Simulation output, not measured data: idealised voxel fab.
process module | voxel transistor to metal
cross-section cut | 195 nm wide | cells 5 nm
A cross-section is a grid of square cells, given in bands from the top down. A band is one or more rows of cells.
Each band's line starts with the height of the band's top and of its bottom, in nm. Then come its materials from left to right, each with its width in nm. One material with "throughout" fills the band from edge to edge. "air" is empty space.
Height 0 is the level under which the wafer as received is all one material. The lowest band goes on downwards, as in "0 down".
A width such as "30 to 40" changes by the same amount from each row of cells to the next, from the band's top row to its bottom row.
"no change" after a step means that no cell of the cross-section changed.
closed voids: empty space of 8 cells or more with no open way to the top, each as width x height at its distance from the left edge, in nm
after a step's settings: what the simulator itself notes on the step
overlay nm, on a step with a mask: how far to the right of its planned place the mask lay; to the left if negative
plan
1 op RECEIVE | material Si
2 op CONFORMAL_DEP | material SiO2 | thk nm 5
3 op CONFORMAL_DEP | material SiN | thk nm 15
4 op DIRECTIONAL_DEP | material aC | thk nm 15
5 op PATTERN | tone cover | mask id ACTIVE | material resist | width nm 95 | thk nm 30 | overlay nm 0
6 op DIRECTIONAL_ETCH | etch materials aC | depth nm 15
7 op STRIP | etch materials resist
8 op DIRECTIONAL_ETCH | etch materials SiN | depth nm 15
9 op DIRECTIONAL_ETCH | etch materials SiO2 | depth nm 5
10 op DIRECTIONAL_ETCH | etch materials Si | depth nm 25
11 op STRIP | etch materials aC
12 op OXIDIZE | depth nm 5
13 op FILL_DEP | material SiO2 | thk nm 10
14 op CMP | height nm 20
15 op SELECTIVE_ETCH | etch materials SiO2 | depth nm 15
16 op STRIP | etch materials SiN
17 op SELECTIVE_ETCH | etch materials SiO2 | depth nm 5
18 op OXIDIZE | depth nm 5
19 op DIRECTIONAL_DEP | material polySi | thk nm 30
20 op DIRECTIONAL_DEP | material SiCN | thk nm 10
21 op MASKED_ETCH | tone cover | mask id GATE | width nm 25 | etch materials SiCN | depth nm 20 | overlay nm 0
22 op MASKED_ETCH | tone cover | mask id GATE | width nm 25 | etch materials polySi | depth nm 40 | overlay nm 0
23 op CONFORMAL_DEP | material SiO2 | thk nm 5
24 op DIRECTIONAL_ETCH | etch materials SiO2 | depth nm 5
25 op CONFORMAL_DEP | material SiN | thk nm 10
26 op DIRECTIONAL_ETCH | etch materials SiN | depth nm 10
27 op DIRECTIONAL_ETCH | etch materials SiO2 | depth nm 5
28 op DIRECTIONAL_ETCH | etch materials Si | depth nm 10
29 op EPI | material SiGe | thk nm 10
30 op FILL_DEP | material SiO2 | thk nm 5
31 op CMP | height nm 40
32 op DIRECTIONAL_DEP | material SiO2 | thk nm 15
33 op DIRECTIONAL_DEP | material aC | thk nm 10
34 op PATTERN | tone open | mask id CONTACT | material resist | width nm 15 | pitch nm 70 | thk nm 25 | overlay nm 0
35 op DIRECTIONAL_ETCH | etch materials aC | depth nm 10
36 op STRIP | etch materials resist
37 op DIRECTIONAL_ETCH | etch materials SiO2 | depth nm 60
38 op STRIP | etch materials aC
39 op CONFORMAL_DEP | material TiN | thk nm 5
40 op FILL_DEP | material Ru | thk nm 5
41 op CMP | height nm 55
42 op CONFORMAL_DEP | material SiN | thk nm 5
43 op DIRECTIONAL_DEP | material lowk | thk nm 20
44 op PATTERN | tone open | mask id METAL_1 | material resist | width nm 15 | pitch nm 70 | thk nm 20 | overlay nm 0
45 op DIRECTIONAL_ETCH | etch materials lowk | depth nm 20
46 op DIRECTIONAL_ETCH | etch materials SiN | depth nm 5
47 op STRIP | etch materials resist
48 op CONFORMAL_DEP | material TiN | thk nm 5
49 op FILL_DEP | material W | thk nm 10
50 op CMP | height nm 80
51 op CONFORMAL_DEP | material SiCN | thk nm 5
52 op DIRECTIONAL_DEP | material lowk | thk nm 35
53 op PATTERN | tone open | mask id METAL_2 | material resist | width nm 15 | pitch nm 70 | thk nm 15 | overlay nm 0
54 op DIRECTIONAL_ETCH | etch materials lowk | depth nm 20
55 op STRIP | etch materials resist
56 op PATTERN | tone open | mask id METAL_2_HOLES | material resist | width nm 15 | pitch nm 70 | thk nm 20 | overlay nm 0
57 op DIRECTIONAL_ETCH | etch materials lowk | depth nm 15
58 op DIRECTIONAL_ETCH | etch materials SiCN | depth nm 5
59 op STRIP | etch materials resist
60 op CONFORMAL_DEP | material TiN | thk nm 5
61 op FILL_DEP | material Cu | thk nm 5
62 op CMP | height nm 120
63 op CONFORMAL_DEP | material SiCN | thk nm 5
first wafer, as planned
as received, after step 1
  0 down: Si throughout
  closed voids: none
after step 2
  5 to 0: SiO2 throughout
  below 0: unchanged
after step 3
  20 to 5: SiN throughout
  below 5: unchanged
after step 4
  35 to 20: aC throughout
  below 20: unchanged
after step 5
  65 to 35: air 50 | resist 95 | air 50
  below 35: unchanged
after step 6
  50 to 35: air 50 | resist 95 | air 50
  35 to 20: air 50 | aC 95 | air 50
  below 20: unchanged
after step 7
  35 to 20: air 50 | aC 95 | air 50
  below 20: unchanged
after step 8
  35 to 20: air 50 | aC 95 | air 50
  20 to 5: air 50 | SiN 95 | air 50
  below 5: unchanged
after step 9
  35 to 20: air 50 | aC 95 | air 50
  20 to 5: air 50 | SiN 95 | air 50
  5 to 0: air 50 | SiO2 95 | air 50
  below 0: unchanged
after step 10
  35 to 20: air 50 | aC 95 | air 50
  20 to 5: air 50 | SiN 95 | air 50
  5 to 0: air 50 | SiO2 95 | air 50
  0 to -25: air 50 | Si 95 | air 50
  below -25: unchanged
after step 11
  20 to 5: air 50 | SiN 95 | air 50
  below 5: unchanged
after step 12
  20 to 5: air 50 | SiN 95 | air 50
  5 to 0: air 50 | SiO2 95 | air 50
  0 to -25: air 50 | SiO2 5 | Si 85 | SiO2 5 | air 50
  -25 to -30: SiO2 55 | Si 85 | SiO2 55
  below -30: unchanged
after step 13
  30 to 20: SiO2 throughout
  20 to 5: SiO2 50 | SiN 95 | SiO2 50
  5 to 0: SiO2 throughout
  0 to -30: SiO2 55 | Si 85 | SiO2 55
  below -30: unchanged
after step 14
  20 to 5: SiO2 50 | SiN 95 | SiO2 50
  below 5: unchanged
after step 15
  20 to 5: air 50 | SiN 95 | air 50
  below 5: unchanged
after step 16
  5 to 0: SiO2 throughout
  below 0: unchanged
after step 17
  0 to -30: SiO2 55 | Si 85 | SiO2 55
  below -30: unchanged
after step 18
  0 to -5: SiO2 throughout
  below -5: unchanged
after step 19
  30 to 0: polySi throughout
  below 0: unchanged
after step 20
  40 to 30: SiCN throughout
  below 30: unchanged
after step 21
  40 to 30: air 85 | SiCN 25 | air 85
  below 30: unchanged
after step 22
  40 to 30: air 85 | SiCN 25 | air 85
  30 to 0: air 85 | polySi 25 | air 85
  below 0: unchanged
after step 23
  45 to 40: air 80 | SiO2 35 | air 80
  40 to 30: air 80 | SiO2 5 | SiCN 25 | SiO2 5 | air 80
  30 to 5: air 80 | SiO2 5 | polySi 25 | SiO2 5 | air 80
  5 to 0: SiO2 85 | polySi 25 | SiO2 85
  below 0: unchanged
after step 24
  40 to 30: air 80 | SiO2 5 | SiCN 25 | SiO2 5 | air 80
  30 to 0: air 80 | SiO2 5 | polySi 25 | SiO2 5 | air 80
  below 0: unchanged
after step 25
  50 to 40: air 70 | SiN 55 | air 70
  40 to 30: air 70 | SiN 10 | SiO2 5 | SiCN 25 | SiO2 5 | SiN 10 | air 70
  30 to 10: air 70 | SiN 10 | SiO2 5 | polySi 25 | SiO2 5 | SiN 10 | air 70
  10 to 0: SiN 80 | SiO2 5 | polySi 25 | SiO2 5 | SiN 80
  below 0: unchanged
after step 26
  40 to 30: air 70 | SiN 10 | SiO2 5 | SiCN 25 | SiO2 5 | SiN 10 | air 70
  30 to 0: air 70 | SiN 10 | SiO2 5 | polySi 25 | SiO2 5 | SiN 10 | air 70
  below 0: unchanged
after step 27
  40 to 35: air 70 | SiN 10 | air 5 | SiCN 25 | air 5 | SiN 10 | air 70
  35 to 30: air 70 | SiN 10 | SiO2 5 | SiCN 25 | SiO2 5 | SiN 10 | air 70
  30 to 0: air 70 | SiN 10 | SiO2 5 | polySi 25 | SiO2 5 | SiN 10 | air 70
  0 to -5: air 70 | SiO2 55 | air 70
  below -5: unchanged
after step 28
  40 to 35: air 70 | SiN 10 | air 5 | SiCN 25 | air 5 | SiN 10 | air 70
  35 to 30: air 70 | SiN 10 | SiO2 5 | SiCN 25 | SiO2 5 | SiN 10 | air 70
  30 to 0: air 70 | SiN 10 | SiO2 5 | polySi 25 | SiO2 5 | SiN 10 | air 70
  0 to -5: air 70 | SiO2 55 | air 70
  -5 to -15: SiO2 55 | air 15 | Si 55 | air 15 | SiO2 55
  below -15: unchanged
after step 29
  40 to 35: air 70 | SiN 10 | air 5 | SiCN 25 | air 5 | SiN 10 | air 70
  35 to 30: air 70 | SiN 10 | SiO2 5 | SiCN 25 | SiO2 5 | SiN 10 | air 70
  30 to 5: air 70 | SiN 10 | SiO2 5 | polySi 25 | SiO2 5 | SiN 10 | air 70
  5 to 0: air 60 | SiGe 10 | SiN 10 | SiO2 5 | polySi 25 | SiO2 5 | SiN 10 | SiGe 10 | air 60
  0 to -5: air 60 | SiGe 10 | SiO2 55 | SiGe 10 | air 60
  -5 to -15: SiO2 55 | SiGe 15 | Si 55 | SiGe 15 | SiO2 55
  below -15: unchanged
after step 30
  45 to 40: SiO2 throughout
  40 to 30: SiO2 70 | SiN 10 | SiO2 5 | SiCN 25 | SiO2 5 | SiN 10 | SiO2 70
  30 to 5: SiO2 70 | SiN 10 | SiO2 5 | polySi 25 | SiO2 5 | SiN 10 | SiO2 70
  5 to 0: SiO2 60 | SiGe 10 | SiN 10 | SiO2 5 | polySi 25 | SiO2 5 | SiN 10 | SiGe 10 | SiO2 60
  0 to -5: SiO2 60 | SiGe 10 | SiO2 55 | SiGe 10 | SiO2 60
  below -5: unchanged
after step 31
  40 to 30: SiO2 70 | SiN 10 | SiO2 5 | SiCN 25 | SiO2 5 | SiN 10 | SiO2 70
  below 30: unchanged
after step 32
  55 to 40: SiO2 throughout
  below 40: unchanged
after step 33
  65 to 55: aC throughout
  below 55: unchanged
after step 34
  90 to 65: resist 55 | air 15 | resist 55 | air 15 | resist 55
  below 65: unchanged
after step 35
  80 to 65: resist 55 | air 15 | resist 55 | air 15 | resist 55
  65 to 55: aC 55 | air 15 | aC 55 | air 15 | aC 55
  below 55: unchanged
after step 36
  65 to 55: aC 55 | air 15 | aC 55 | air 15 | aC 55
  below 55: unchanged
after step 37
  65 to 55: aC 55 | air 15 | aC 55 | air 15 | aC 55
  55 to 40: SiO2 55 | air 15 | SiO2 55 | air 15 | SiO2 55
  40 to 30: SiO2 55 | air 15 | SiN 10 | SiO2 5 | SiCN 25 | SiO2 5 | SiN 10 | air 15 | SiO2 55
  30 to 5: SiO2 55 | air 15 | SiN 10 | SiO2 5 | polySi 25 | SiO2 5 | SiN 10 | air 15 | SiO2 55
  5 to 0: SiO2 55 | air 5 | SiGe 10 | SiN 10 | SiO2 5 | polySi 25 | SiO2 5 | SiN 10 | SiGe 10 | air 5 | SiO2 55
  0 to -5: SiO2 55 | air 5 | SiGe 10 | SiO2 55 | SiGe 10 | air 5 | SiO2 55
  below -5: unchanged
after step 38
  55 to 40: SiO2 55 | air 15 | SiO2 55 | air 15 | SiO2 55
  below 40: unchanged
after step 39
  60 to 55: TiN 60 | air 5 | TiN 65 | air 5 | TiN 60
  55 to 40: SiO2 55 | TiN 5 | air 5 | TiN 5 | SiO2 55 | TiN 5 | air 5 | TiN 5 | SiO2 55
  40 to 30: SiO2 55 | TiN 5 | air 5 | TiN 5 | SiN 10 | SiO2 5 | SiCN 25 | SiO2 5 | SiN 10 | TiN 5 | air 5 | TiN 5 | SiO2 55
  30 to 10: SiO2 55 | TiN 5 | air 5 | TiN 5 | SiN 10 | SiO2 5 | polySi 25 | SiO2 5 | SiN 10 | TiN 5 | air 5 | TiN 5 | SiO2 55
  10 to 5: SiO2 55 | TiN 15 | SiN 10 | SiO2 5 | polySi 25 | SiO2 5 | SiN 10 | TiN 15 | SiO2 55
  5 to 0: SiO2 55 | TiN 5 | SiGe 10 | SiN 10 | SiO2 5 | polySi 25 | SiO2 5 | SiN 10 | SiGe 10 | TiN 5 | SiO2 55
  0 to -5: SiO2 55 | TiN 5 | SiGe 10 | SiO2 55 | SiGe 10 | TiN 5 | SiO2 55
  below -5: unchanged
after step 40
  65 to 60: Ru throughout
  60 to 55: TiN 60 | Ru 5 | TiN 65 | Ru 5 | TiN 60
  55 to 40: SiO2 55 | TiN 5 | Ru 5 | TiN 5 | SiO2 55 | TiN 5 | Ru 5 | TiN 5 | SiO2 55
  40 to 30: SiO2 55 | TiN 5 | Ru 5 | TiN 5 | SiN 10 | SiO2 5 | SiCN 25 | SiO2 5 | SiN 10 | TiN 5 | Ru 5 | TiN 5 | SiO2 55
  30 to 10: SiO2 55 | TiN 5 | Ru 5 | TiN 5 | SiN 10 | SiO2 5 | polySi 25 | SiO2 5 | SiN 10 | TiN 5 | Ru 5 | TiN 5 | SiO2 55
  below 10: unchanged
after step 41
  55 to 40: SiO2 55 | TiN 5 | Ru 5 | TiN 5 | SiO2 55 | TiN 5 | Ru 5 | TiN 5 | SiO2 55
  below 40: unchanged
after step 42
  60 to 55: SiN throughout
  below 55: unchanged
after step 43
  80 to 60: lowk throughout
  below 60: unchanged
after step 44
  100 to 80: resist 55 | air 15 | resist 55 | air 15 | resist 55
  below 80: unchanged
after step 45
  100 to 80: resist 55 | air 15 | resist 55 | air 15 | resist 55
  80 to 60: lowk 55 | air 15 | lowk 55 | air 15 | lowk 55
  below 60: unchanged
after step 46
  100 to 80: resist 55 | air 15 | resist 55 | air 15 | resist 55
  80 to 60: lowk 55 | air 15 | lowk 55 | air 15 | lowk 55
  60 to 55: SiN 55 | air 15 | SiN 55 | air 15 | SiN 55
  below 55: unchanged
after step 47
  80 to 60: lowk 55 | air 15 | lowk 55 | air 15 | lowk 55
  below 60: unchanged
after step 48
  85 to 80: TiN 60 | air 5 | TiN 65 | air 5 | TiN 60
  80 to 60: lowk 55 | TiN 5 | air 5 | TiN 5 | lowk 55 | TiN 5 | air 5 | TiN 5 | lowk 55
  60 to 55: SiN 55 | TiN 15 | SiN 55 | TiN 15 | SiN 55
  below 55: unchanged
after step 49
  95 to 85: W throughout
  85 to 80: TiN 60 | W 5 | TiN 65 | W 5 | TiN 60
  80 to 60: lowk 55 | TiN 5 | W 5 | TiN 5 | lowk 55 | TiN 5 | W 5 | TiN 5 | lowk 55
  below 60: unchanged
after step 50
  80 to 60: lowk 55 | TiN 5 | W 5 | TiN 5 | lowk 55 | TiN 5 | W 5 | TiN 5 | lowk 55
  below 60: unchanged
after step 51
  85 to 80: SiCN throughout
  below 80: unchanged
after step 52
  120 to 85: lowk throughout
  below 85: unchanged
after step 53
  135 to 120: resist 55 | air 15 | resist 55 | air 15 | resist 55
  below 120: unchanged
after step 54
  135 to 120: resist 55 | air 15 | resist 55 | air 15 | resist 55
  120 to 100: lowk 55 | air 15 | lowk 55 | air 15 | lowk 55
  below 100: unchanged
after step 55
  120 to 100: lowk 55 | air 15 | lowk 55 | air 15 | lowk 55
  below 100: unchanged
after step 56
  140 to 120: resist 55 | air 15 | resist 55 | air 15 | resist 55
  below 120: unchanged
after step 57
  140 to 120: resist 55 | air 15 | resist 55 | air 15 | resist 55
  120 to 85: lowk 55 | air 15 | lowk 55 | air 15 | lowk 55
  below 85: unchanged
after step 58
  140 to 120: resist 55 | air 15 | resist 55 | air 15 | resist 55
  120 to 85: lowk 55 | air 15 | lowk 55 | air 15 | lowk 55
  85 to 80: SiCN 55 | air 15 | SiCN 55 | air 15 | SiCN 55
  below 80: unchanged
after step 59
  120 to 85: lowk 55 | air 15 | lowk 55 | air 15 | lowk 55
  below 85: unchanged
after step 60
  125 to 120: TiN 60 | air 5 | TiN 65 | air 5 | TiN 60
  120 to 85: lowk 55 | TiN 5 | air 5 | TiN 5 | lowk 55 | TiN 5 | air 5 | TiN 5 | lowk 55
  85 to 80: SiCN 55 | TiN 15 | SiCN 55 | TiN 15 | SiCN 55
  below 80: unchanged
after step 61
  130 to 125: Cu throughout
  125 to 120: TiN 60 | Cu 5 | TiN 65 | Cu 5 | TiN 60
  120 to 85: lowk 55 | TiN 5 | Cu 5 | TiN 5 | lowk 55 | TiN 5 | Cu 5 | TiN 5 | lowk 55
  below 85: unchanged
after step 62
  120 to 85: lowk 55 | TiN 5 | Cu 5 | TiN 5 | lowk 55 | TiN 5 | Cu 5 | TiN 5 | lowk 55
  below 85: unchanged
after step 63
  125 to 120: SiCN throughout
  below 120: unchanged
second wafer: like start, like plan, one mistake. Through step 41 it matches the first wafer
when step 42 should have ended
  60 to 55: Ru throughout
  below 55: unchanged
when step 43 should have ended
  80 to 60: lowk throughout
  below 60: unchanged
when step 44 should have ended
  100 to 80: resist 55 | air 15 | resist 55 | air 15 | resist 55
  below 80: unchanged
when step 45 should have ended
  100 to 80: resist 55 | air 15 | resist 55 | air 15 | resist 55
  80 to 60: lowk 55 | air 15 | lowk 55 | air 15 | lowk 55
  below 60: unchanged
when step 46 should have ended: no change
when step 47 should have ended
  80 to 60: lowk 55 | air 15 | lowk 55 | air 15 | lowk 55
  below 60: unchanged
when step 48 should have ended
  85 to 80: TiN 60 | air 5 | TiN 65 | air 5 | TiN 60
  80 to 65: lowk 55 | TiN 5 | air 5 | TiN 5 | lowk 55 | TiN 5 | air 5 | TiN 5 | lowk 55
  65 to 60: lowk 55 | TiN 15 | lowk 55 | TiN 15 | lowk 55
  below 60: unchanged
when step 49 should have ended
  95 to 85: W throughout
  85 to 80: TiN 60 | W 5 | TiN 65 | W 5 | TiN 60
  80 to 65: lowk 55 | TiN 5 | W 5 | TiN 5 | lowk 55 | TiN 5 | W 5 | TiN 5 | lowk 55
  below 65: unchanged
when step 50 should have ended
  80 to 65: lowk 55 | TiN 5 | W 5 | TiN 5 | lowk 55 | TiN 5 | W 5 | TiN 5 | lowk 55
  below 65: unchanged
when step 51 should have ended
  85 to 80: SiCN throughout
  below 80: unchanged
when step 52 should have ended
  120 to 85: lowk throughout
  below 85: unchanged
when step 53 should have ended
  135 to 120: resist 55 | air 15 | resist 55 | air 15 | resist 55
  below 120: unchanged
when step 54 should have ended
  135 to 120: resist 55 | air 15 | resist 55 | air 15 | resist 55
  120 to 100: lowk 55 | air 15 | lowk 55 | air 15 | lowk 55
  below 100: unchanged
when step 55 should have ended
  120 to 100: lowk 55 | air 15 | lowk 55 | air 15 | lowk 55
  below 100: unchanged
when step 56 should have ended
  140 to 120: resist 55 | air 15 | resist 55 | air 15 | resist 55
  below 120: unchanged
when step 57 should have ended
  140 to 120: resist 55 | air 15 | resist 55 | air 15 | resist 55
  120 to 85: lowk 55 | air 15 | lowk 55 | air 15 | lowk 55
  below 85: unchanged
when step 58 should have ended
  140 to 120: resist 55 | air 15 | resist 55 | air 15 | resist 55
  120 to 85: lowk 55 | air 15 | lowk 55 | air 15 | lowk 55
  85 to 80: SiCN 55 | air 15 | SiCN 55 | air 15 | SiCN 55
  below 80: unchanged
when step 59 should have ended
  120 to 85: lowk 55 | air 15 | lowk 55 | air 15 | lowk 55
  below 85: unchanged
when step 60 should have ended
  125 to 120: TiN 60 | air 5 | TiN 65 | air 5 | TiN 60
  120 to 85: lowk 55 | TiN 5 | air 5 | TiN 5 | lowk 55 | TiN 5 | air 5 | TiN 5 | lowk 55
  85 to 80: SiCN 55 | TiN 15 | SiCN 55 | TiN 15 | SiCN 55
  below 80: unchanged
when step 61 should have ended
  130 to 125: Cu throughout
  125 to 120: TiN 60 | Cu 5 | TiN 65 | Cu 5 | TiN 60
  120 to 85: lowk 55 | TiN 5 | Cu 5 | TiN 5 | lowk 55 | TiN 5 | Cu 5 | TiN 5 | lowk 55
  below 85: unchanged
when step 62 should have ended
  120 to 85: lowk 55 | TiN 5 | Cu 5 | TiN 5 | lowk 55 | TiN 5 | Cu 5 | TiN 5 | lowk 55
  below 85: unchanged
when step 63 should have ended
  125 to 120: SiCN throughout
  below 120: unchanged
what went wrong: step 42 ran as: op CONFORMAL_DEP | material Ru | thk nm 5
at the end the second wafer has, in cells: 39 more of Ru | 33 fewer of SiN | 4 fewer of TiN | 2 fewer of W
